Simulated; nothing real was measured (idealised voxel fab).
Process module name: voxel wiring stack
This is section cut - it's 270 nm across, gridded in 5 nm square cells.
Cross-section spec: square-cell grid; bands listed top down; each band is one or more rows. What a band's entry tells you: where the top is and where the bottom is, as heights in nm, and after that what lies inside, material by material from left to right, each with its width in nm. Empty space is written as the word "empty", and a single material marked with the word "everywhere" occupies the band from edge to edge. Convention: height 0 is the level below which the wafer, as received, is all one material. The lowest band does not terminate at the bottom but continues downward, represented as "from 0 down". The two numbers in a width such as "30..40" mark its ends across the band: the first belongs to the top row of cells, the second to the bottom row, and from each row to the next the width moves by the same amount. Basically "nothing different" means that step didn't change any cell in the cross-section. Empty spaces without an open route to the top, at least 8 cells in extent, make up the entry "Enclosed internal cavities"; each is given as width x height at distance, where the distance is measured from the left edge, and all are in nm. after a step's settings: what the simulator itself notes on the step. The line of a step may include "overlay nm". On a step with a mask, this value is how far to the right of its planned place the mask lay. A negative value means the mask lay to the left.

Plan
1: RECEIVE: material Si
2: CONFORMAL_DEP: material SiO2, thk nm 15
3: CONFORMAL_DEP: material SiN, thk nm 5
4: DIRECTIONAL_DEP: material lowk, thk nm 15
5: PATTERN: tone open, mask id METAL_1, material resist, width nm 30, pitch nm 60, thk nm 20, overlay nm 0
6: DIRECTIONAL_ETCH: etch materials lowk, depth nm 15
7: DIRECTIONAL_ETCH: etch materials SiN, depth nm 5
8: STRIP: etch materials resist
9: CONFORMAL_DEP: material TiN, thk nm 5
10: FILL_DEP: material Cu, thk nm 5
11: CMP: height nm 35
12: CONFORMAL_DEP: material SiCN, thk nm 5
13: DIRECTIONAL_DEP: material lowk, thk nm 30
14: DIRECTIONAL_DEP: material aC, thk nm 10
15: PATTERN: tone open, mask id METAL_2, material resist, width nm 30, pitch nm 60, thk nm 25, overlay nm 0
16: DIRECTIONAL_ETCH: etch materials aC, depth nm 10
17: STRIP: etch materials resist
18: DIRECTIONAL_ETCH: etch materials lowk, depth nm 20
19: STRIP: etch materials aC
20: MASKED_ETCH: tone open, mask id METAL_2_HOLES, width nm 15, pitch nm 60, etch materials lowk, depth nm 10, overlay nm 0
21: MASKED_ETCH: tone open, mask id METAL_2_HOLES, width nm 15, pitch nm 60, etch materials SiCN, depth nm 5, overlay nm 0
22: CONFORMAL_DEP: material TiN, thk nm 5
23: FILL_DEP: material Cu, thk nm 5
24: CMP: height nm 70
25: CONFORMAL_DEP: material SiCN, thk nm 5
26: DIRECTIONAL_DEP: material lowk, thk nm 30
27: DIRECTIONAL_DEP: material aC, thk nm 10
28: PATTERN: tone open, mask id METAL_3_HOLES, material resist, width nm 15, pitch nm 120, thk nm 25, overlay nm 0
29: DIRECTIONAL_ETCH: etch materials aC, depth nm 10
30: STRIP: etch materials resist
31: DIRECTIONAL_ETCH: etch materials lowk, depth nm 30
32: STRIP: etch materials aC
33: DIRECTIONAL_DEP: material aC, thk nm 10
34: PATTERN: tone open, mask id METAL_3, material resist, width nm 30, pitch nm 60, thk nm 25, overlay nm 0
35: DIRECTIONAL_ETCH: etch materials aC, depth nm 10
36: STRIP: etch materials resist
37: DIRECTIONAL_ETCH: etch materials lowk, depth nm 15
38: DIRECTIONAL_ETCH: etch materials SiCN, depth nm 5
39: STRIP: etch materials aC
40: CONFORMAL_DEP: material TiN, thk nm 5
41: FILL_DEP: material Cu, thk nm 5
42: CMP: height nm 105
43: CONFORMAL_DEP: material SiCN, thk nm 5

Incoming wafer, cross-sectional view, post step 1
    from 0 down  Si everywhere
    Enclosed internal cavities: none

Sectioned view, first of two wafers, at the close of the module, processed as intended in the plan
    from 110 to 105  SiCN everywhere
    from 105 to 95  30 nm lowk  5 nm TiN  20 nm Cu  5 nm TiN  30 nm lowk  5 nm TiN  20 nm Cu  5 nm TiN  30 nm lowk  5 nm TiN  20 nm Cu  5 nm TiN  30 nm lowk  5 nm TiN  20 nm Cu  5 nm TiN  30 nm lowk
    from 95 to 90  30 nm lowk  5 nm TiN  5 nm Cu  20 nm TiN  30 nm lowk  30 nm TiN  30 nm lowk  5 nm TiN  5 nm Cu  20 nm TiN  30 nm lowk  30 nm TiN  30 nm lowk
    from 90 to 75  30 nm lowk  5 nm TiN  5 nm Cu  5 nm TiN  105 nm lowk  5 nm TiN  5 nm Cu  5 nm TiN  105 nm lowk
    from 75 to 70  30 nm SiCN  15 nm TiN  105 nm SiCN  15 nm TiN  105 nm SiCN
    from 70 to 55  30 nm lowk  5 nm TiN  20 nm Cu  5 nm TiN  30 nm lowk  5 nm TiN  20 nm Cu  5 nm TiN  30 nm lowk  5 nm TiN  20 nm Cu  5 nm TiN  30 nm lowk  5 nm TiN  20 nm Cu  5 nm TiN  30 nm lowk
    from 55 to 50  30 nm lowk  5 nm TiN  5 nm Cu  20 nm TiN  30 nm lowk  5 nm TiN  5 nm Cu  20 nm TiN  30 nm lowk  5 nm TiN  5 nm Cu  20 nm TiN  30 nm lowk  5 nm TiN  5 nm Cu  20 nm TiN  30 nm lowk
    from 50 to 40  30 nm lowk  5 nm TiN  5 nm Cu  5 nm TiN  45 nm lowk  5 nm TiN  5 nm Cu  5 nm TiN  45 nm lowk  5 nm TiN  5 nm Cu  5 nm TiN  45 nm lowk  5 nm TiN  5 nm Cu  5 nm TiN  45 nm lowk
    from 40 to 35  30 nm SiCN  15 nm TiN  45 nm SiCN  15 nm TiN  45 nm SiCN  15 nm TiN  45 nm SiCN  15 nm TiN  45 nm SiCN
    from 35 to 20  30 nm lowk  5 nm TiN  20 nm Cu  5 nm TiN  30 nm lowk  5 nm TiN  20 nm Cu  5 nm TiN  30 nm lowk  5 nm TiN  20 nm Cu  5 nm TiN  30 nm lowk  5 nm TiN  20 nm Cu  5 nm TiN  30 nm lowk
    from 20 to 15  30 nm SiN  30 nm TiN  30 nm SiN  30 nm TiN  30 nm SiN  30 nm TiN  30 nm SiN  30 nm TiN  30 nm SiN
    from 15 to 0  SiO2 everywhere
    from 0 down  Si everywhere
    Enclosed internal cavities: none

Second wafer through the module, sectioned at the end: same beginning and same plan as the first wafer, with one mistake in carrying it out
    from 110 to 105  SiCN everywhere
    from 105 to 100  Cu everywhere
    from 100 to 95  35 nm TiN  20 nm Cu  40 nm TiN  20 nm Cu  40 nm TiN  20 nm Cu  40 nm TiN  20 nm Cu  35 nm TiN
    from 95 to 85  30 nm lowk  5 nm TiN  20 nm Cu  5 nm TiN  30 nm lowk  5 nm TiN  20 nm Cu  5 nm TiN  30 nm lowk  5 nm TiN  20 nm Cu  5 nm TiN  30 nm lowk  5 nm TiN  20 nm Cu  5 nm TiN  30 nm lowk
    from 85 to 80  30 nm lowk  5 nm TiN  5 nm Cu  20 nm TiN  30 nm lowk  30 nm TiN  30 nm lowk  5 nm TiN  5 nm Cu  20 nm TiN  30 nm lowk  30 nm TiN  30 nm lowk
    from 80 to 75  30 nm lowk  5 nm TiN  5 nm Cu  5 nm TiN  105 nm lowk  5 nm TiN  5 nm Cu  5 nm TiN  105 nm lowk
    from 75 to 70  30 nm SiCN  15 nm TiN  105 nm SiCN  15 nm TiN  105 nm SiCN
    from 70 to 55  30 nm lowk  5 nm TiN  20 nm Cu  5 nm TiN  30 nm lowk  5 nm TiN  20 nm Cu  5 nm TiN  30 nm lowk  5 nm TiN  20 nm Cu  5 nm TiN  30 nm lowk  5 nm TiN  20 nm Cu  5 nm TiN  30 nm lowk
    from 55 to 50  30 nm lowk  5 nm TiN  5 nm Cu  20 nm TiN  30 nm lowk  5 nm TiN  5 nm Cu  20 nm TiN  30 nm lowk  5 nm TiN  5 nm Cu  20 nm TiN  30 nm lowk  5 nm TiN  5 nm Cu  20 nm TiN  30 nm lowk
    from 50 to 40  30 nm lowk  5 nm TiN  5 nm Cu  5 nm TiN  45 nm lowk  5 nm TiN  5 nm Cu  5 nm TiN  45 nm lowk  5 nm TiN  5 nm Cu  5 nm TiN  45 nm lowk  5 nm TiN  5 nm Cu  5 nm TiN  45 nm lowk
    from 40 to 35  30 nm SiCN  15 nm TiN  45 nm SiCN  15 nm TiN  45 nm SiCN  15 nm TiN  45 nm SiCN  15 nm TiN  45 nm SiCN
    from 35 to 20  30 nm lowk  5 nm TiN  20 nm Cu  5 nm TiN  30 nm lowk  5 nm TiN  20 nm Cu  5 nm TiN  30 nm lowk  5 nm TiN  20 nm Cu  5 nm TiN  30 nm lowk  5 nm TiN  20 nm Cu  5 nm TiN  30 nm lowk
    from 20 to 15  30 nm SiN  30 nm TiN  30 nm SiN  30 nm TiN  30 nm SiN  30 nm TiN  30 nm SiN  30 nm TiN  30 nm SiN
    from 15 to 0  SiO2 everywhere
    from 0 down  Si everywhere
    Enclosed internal cavities: none
The mistake made against the process plan was this: note that step 26 departed from the planned setting and was carried out as DIRECTIONAL_DEP: material lowk, thk nm 20
Cell-count delta at end, second wafer over first, by material: Cu: 66 more, TiN: 30 more, lowk: 96 fewer
